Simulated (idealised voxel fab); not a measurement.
Herein follows the process module entitled voxel transistor to metal.
Displayed cross-section: cut, width of 210 nm, square cells sized 5 nm.
Format of a cross-section: grid, square cells. Given as bands. Order: top down. Band: one or more rows of cells.
Within each band entry, the heights of the top and of the bottom of the band appear first, in that order and in nm; the materials of the band then follow from left to right, each with its corresponding width in nm. The designation "edge to edge" on a single material indicates that it fills the band from edge to edge; the designation "empty" indicates empty space.
A quick word on heights: they are counted from 0, and under that level the wafer as it came to us is one material throughout. The lowest band is different from the rest in having no bottom; it simply continues downward, written as in "0 down".
Width "30->40": first value at the band's top row of cells, second value at its bottom row, equal change from row to row.
Take "all unchanged" at face value: in the step it is given for, the cross-section changed in none of its cells.
Enclosed voids (no open way to top), threshold 8 cells or more, entry "Sealed voids", notation width x height at distance, distance from left edge, nm.
It should be noted that, on the line of a given step, the content following the step's settings is a remark produced by the simulator itself with respect to that step.
Among the settings permitted on a step's line is "overlay nm"; applied to a step with a mask, it specifies the extent to which the mask lay to the right of its planned position, whereas a negative figure signifies a position to the left.
### The following list gives the planned process steps
- 1: RECEIVE,material Si
- 2: OXIDIZE,depth nm 5
- 3: CONFORMAL_DEP,material SiN,thk nm 15
- 4: PATTERN,tone cover,mask id ACTIVE,material resist,width nm 115,thk nm 15,overlay nm 0
- 5: DIRECTIONAL_ETCH,etch materials SiN,depth nm 15
- 6: DIRECTIONAL_ETCH,etch materials SiO2,depth nm 5
- 7: DIRECTIONAL_ETCH,etch materials Si,depth nm 30
- 8: STRIP,etch materials resist
- 9: OXIDIZE,depth nm 5
- 10: FILL_DEP,material SiO2,thk nm 10
- 11: CMP,height nm 15
- 12: SELECTIVE_ETCH,etch materials SiO2,depth nm 10
- 13: STRIP,etch materials SiN
- 14: SELECTIVE_ETCH,etch materials SiO2,depth nm 5
- 15: OXIDIZE,depth nm 5
- 16: DIRECTIONAL_DEP,material polySi,thk nm 20
- 17: DIRECTIONAL_DEP,material SiCN,thk nm 15
- 18: DIRECTIONAL_DEP,material aC,thk nm 10
- 19: PATTERN,tone cover,mask id GATE,material resist,width nm 25,thk nm 25,overlay nm 0
- 20: DIRECTIONAL_ETCH,etch materials aC,depth nm 10
- 21: STRIP,etch materials resist
- 22: DIRECTIONAL_ETCH,etch materials SiCN,depth nm 25
- 23: DIRECTIONAL_ETCH,etch materials polySi,depth nm 30
- 24: STRIP,etch materials aC
- 25: CONFORMAL_DEP,material SiO2,thk nm 5
- 26: DIRECTIONAL_ETCH,etch materials SiO2,depth nm 5
- 27: CONFORMAL_DEP,material SiN,thk nm 5
- 28: DIRECTIONAL_ETCH,etch materials SiN,depth nm 5
- 29: DIRECTIONAL_ETCH,etch materials SiO2,depth nm 5
- 30: DIRECTIONAL_ETCH,etch materials Si,depth nm 5
- 31: EPI,material SiGe,thk nm 10
- 32: FILL_DEP,material SiO2,thk nm 5
- 33: CMP,height nm 30
- 34: DIRECTIONAL_DEP,material SiO2,thk nm 10
- 35: DIRECTIONAL_DEP,material aC,thk nm 10
- 36: PATTERN,tone open,mask id CONTACT,material resist,width nm 35,pitch nm 70,thk nm 30,overlay nm 0
- 37: DIRECTIONAL_ETCH,etch materials aC,depth nm 10
- 38: STRIP,etch materials resist
- 39: DIRECTIONAL_ETCH,etch materials SiO2,depth nm 45
- 40: STRIP,etch materials aC
- 41: CONFORMAL_DEP,material TiN,thk nm 5
- 42: FILL_DEP,material Ru,thk nm 5
- 43: CMP,height nm 40
- 44: DIRECTIONAL_DEP,material TiN,thk nm 5
- 45: DIRECTIONAL_DEP,material W,thk nm 15
- 46: MASKED_ETCH,tone cover,mask id METAL_1,width nm 20,pitch nm 85,etch materials W,depth nm 15,overlay nm 0
- 47: MASKED_ETCH,tone cover,mask id METAL_1,width nm 20,pitch nm 85,etch materials TiN,depth nm 5,overlay nm 0
- 48: CONFORMAL_DEP,material SiN,thk nm 5
- 49: FILL_DEP,material SiO2,thk nm 10
- 50: CMP,height nm 60
- 51: CONFORMAL_DEP,material SiCN,thk nm 5
- 52: DIRECTIONAL_DEP,material SiO2,thk nm 25
- 53: PATTERN,tone open,mask id METAL_2,material resist,width nm 20,pitch nm 85,thk nm 20,overlay nm 0
- 54: DIRECTIONAL_ETCH,etch materials SiO2,depth nm 15
- 55: STRIP,etch materials resist
- 56: PATTERN,tone open,mask id METAL_2_HOLES,material resist,width nm 15,pitch nm 85,thk nm 20,overlay nm 0
- 57: DIRECTIONAL_ETCH,etch materials SiO2,depth nm 10
- 58: DIRECTIONAL_ETCH,etch materials SiCN,depth nm 5
- 59: STRIP,etch materials resist
- 60: CONFORMAL_DEP,material TiN,thk nm 5
- 61: FILL_DEP,material Cu,thk nm 5
- 62: CMP,height nm 90
- 63: CONFORMAL_DEP,material SiN,thk nm 5
### Cross-section of the wafer upon arrival, representing the state reached after step 1
> 0 down: Si edge to edge
> Sealed voids: none
### The first of two wafers, cross-sectioned at the end of the module, with the run proceeding as planned
> 95 to 90: SiN edge to edge
> 90 to 80: SiO2: 50; TiN: 5; Cu: 10; TiN: 5; SiO2: 65; TiN: 5; Cu: 10; TiN: 5; SiO2: 55
> 80 to 75: SiO2: 50; TiN: 5; Cu: 5; TiN: 10; SiO2: 65; TiN: 5; Cu: 5; TiN: 10; SiO2: 55
> 75 to 65: SiO2: 50; TiN: 5; Cu: 5; TiN: 5; SiO2: 70; TiN: 5; Cu: 5; TiN: 5; SiO2: 60
> 65 to 60: SiCN: 50; TiN: 15; SiCN: 70; TiN: 15; SiCN: 60
> 60 to 45: SiO2: 45; SiN: 5; W: 20; SiN: 5; SiO2: 55; SiN: 5; W: 20; SiN: 5; SiO2: 50
> 45 to 40: SiN: 50; TiN: 20; SiN: 65; TiN: 20; SiN: 55
> 40 to 30: SiO2: 50; TiN: 5; Ru: 25->20; TiN: 5->10; SiO2: 35; TiN: 5->10; Ru: 25->20; TiN: 5; SiO2: 55
> 30 to 15: SiO2: 50; TiN: 5; Ru: 20; TiN: 5; SiN: 5; SiO2: 5; SiCN: 25; SiO2: 5; SiN: 5; TiN: 5; Ru: 20; TiN: 5; SiO2: 55
> 15 to 5: SiO2: 50; TiN: 5; Ru: 20; TiN: 5; SiN: 5; SiO2: 5; polySi: 25; SiO2: 5; SiN: 5; TiN: 5; Ru: 20; TiN: 5; SiO2: 55
> 5 to 0: SiO2: 50; TiN: 5; Ru: 10; TiN: 15; SiN: 5; SiO2: 5; polySi: 25; SiO2: 5; SiN: 5; TiN: 15; Ru: 10; TiN: 5; SiO2: 55
> 0 to -5: SiO2: 45; SiN: 5; TiN: 20; SiGe: 10; SiN: 5; SiO2: 5; polySi: 25; SiO2: 5; SiN: 5; SiGe: 10; TiN: 20; SiN: 5; SiO2: 50
> -5 to -10: SiO2: 50; SiGe: 30; SiO2: 45; SiGe: 30; SiO2: 55
> -10 to -15: SiO2: 50; SiGe: 30; Si: 45; SiGe: 30; SiO2: 55
> -15 to -40: SiO2: 50; Si: 105; SiO2: 55
> -40 down: Si edge to edge
> Sealed voids: none
### Now the second wafer, cross-sectioned at the end of the module. Nothing different at the start, nothing different in the plan compared with the first, just one mistake when it was actually run
> 95 to 90: SiN edge to edge
> 90 to 80: SiO2: 50; TiN: 5; Cu: 10; TiN: 5; SiO2: 65; TiN: 5; Cu: 10; TiN: 5; SiO2: 55
> 80 to 75: SiO2: 50; TiN: 5; Cu: 5; TiN: 10; SiO2: 65; TiN: 5; Cu: 5; TiN: 10; SiO2: 55
> 75 to 65: SiO2: 50; TiN: 5; Cu: 5; TiN: 5; SiO2: 70; TiN: 5; Cu: 5; TiN: 5; SiO2: 60
> 65 to 60: SiCN: 50; TiN: 15; SiCN: 70; TiN: 15; SiCN: 60
> 60 to 45: SiO2: 45; SiN: 5; W: 20; SiN: 5; SiO2: 55; SiN: 5; W: 20; SiN: 5; SiO2: 50
> 45 to 40: SiN: 50; TiN: 20; SiN: 65; TiN: 20; SiN: 55
> 40 to 30: SiO2: 50; TiN: 5; Ru: 25->20; TiN: 5->10; SiO2: 35; TiN: 5->10; Ru: 25->20; TiN: 5; SiO2: 55
> 30 to 15: SiO2: 50; TiN: 5; Ru: 20; TiN: 5; SiN: 5; SiO2: 5; SiCN: 25; SiO2: 5; SiN: 5; TiN: 5; Ru: 20; TiN: 5; SiO2: 55
> 15 to 5: SiO2: 50; TiN: 5; Ru: 20; TiN: 5; SiN: 5; SiO2: 5; polySi: 25; SiO2: 5; SiN: 5; TiN: 5; Ru: 20; TiN: 5; SiO2: 55
> 5 to 0: SiO2: 50; TiN: 5; Ru: 10; TiN: 15; SiN: 5; SiO2: 5; polySi: 25; SiO2: 5; SiN: 5; TiN: 15; Ru: 10; TiN: 5; SiO2: 55
> 0 to -5: SiO2: 45; SiN: 5; TiN: 20; SiGe: 10; SiN: 5; SiO2: 5; polySi: 25; SiO2: 5; SiN: 5; SiGe: 10; TiN: 20; SiN: 5; SiO2: 50
> -5 to -10: SiO2: 50; SiGe: 30; SiO2: 45; SiGe: 30; SiO2: 55
> -10 to -15: SiO2: 50; SiGe: 30; Si: 45; SiGe: 30; SiO2: 55
> -15 to -70: SiO2: 50; Si: 105; SiO2: 55
> -70 down: Si edge to edge
> Sealed voids: none
Processing error: plan step 7 was conducted twice
The second wafer ends with more or fewer cells of some materials than the first, per final count: 126 fewer of Si; 126 more of SiO2
